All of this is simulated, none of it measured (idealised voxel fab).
Herein follows the process module entitled voxel plated lines.
The cross-section shown here is cut; it is 180 nm wide and divided into square cells measuring 5 nm on a side.
Cross-section layout: square cells on a grid; listed as bands, top to bottom; a band spans one or more cell rows. Top height, bottom height, nm. Materials left to right, width each, nm. Single material + "throughout" = fills band edge to edge. "air" = empty. Basically, 0 is our baseline, since under it the wafer straight out of the box is all one material. The bottom band has no lower end and keeps on going down, so it looks like "0..down". Think of "30..40" as a width that walks from the first number to the second as you go down the band, top row to bottom row, taking equal-sized steps from row to row. Step marked "remained the same"? Then no cell in the cross-section changed in it. "Sealed internal voids" enumerates empty spaces isolated from the top, with no open way to it, that contain at least 8 cells, giving each as width x height at distance from the left edge, all three in nm. Heads up: the bit after the settings on a step's line is the simulator's remark on that step. "overlay nm" on a masked step: distance the mask lay right of its planned place, negative for left.
Steps in the process plan
1. op RECEIVE | material Si
2. op CONFORMAL_DEP | material Al2O3 | thk nm 15
3. op DIRECTIONAL_DEP | material TiN | thk nm 5
4. op PATTERN | tone open | mask id LINES | material resist | width nm 15 | pitch nm 35 | thk nm 25 | overlay nm 0
5. op EPI | material Ru | thk nm 10
6. op EPI | material Ru | thk nm 10
7. op STRIP | etch materials resist
8. op DIRECTIONAL_ETCH | etch materials TiN | depth nm 5
9. op CONFORMAL_DEP | material SiO2 | thk nm 10
Cross-sectional view of the wafer in its as-received condition, corresponding to the state after step 1
    0..down = Si throughout
    Sealed internal voids: none
The plan above was carried out on the starting structure above with one mistake, and this cross-section shows the wafer at the end of the module
    25..15 = SiO2 throughout
    15..0 = Al2O3 throughout
    0..down = Si throughout
    Sealed internal voids: none
Nonconformance to the process plan: step 3 in the plan did not get run; it was skipped
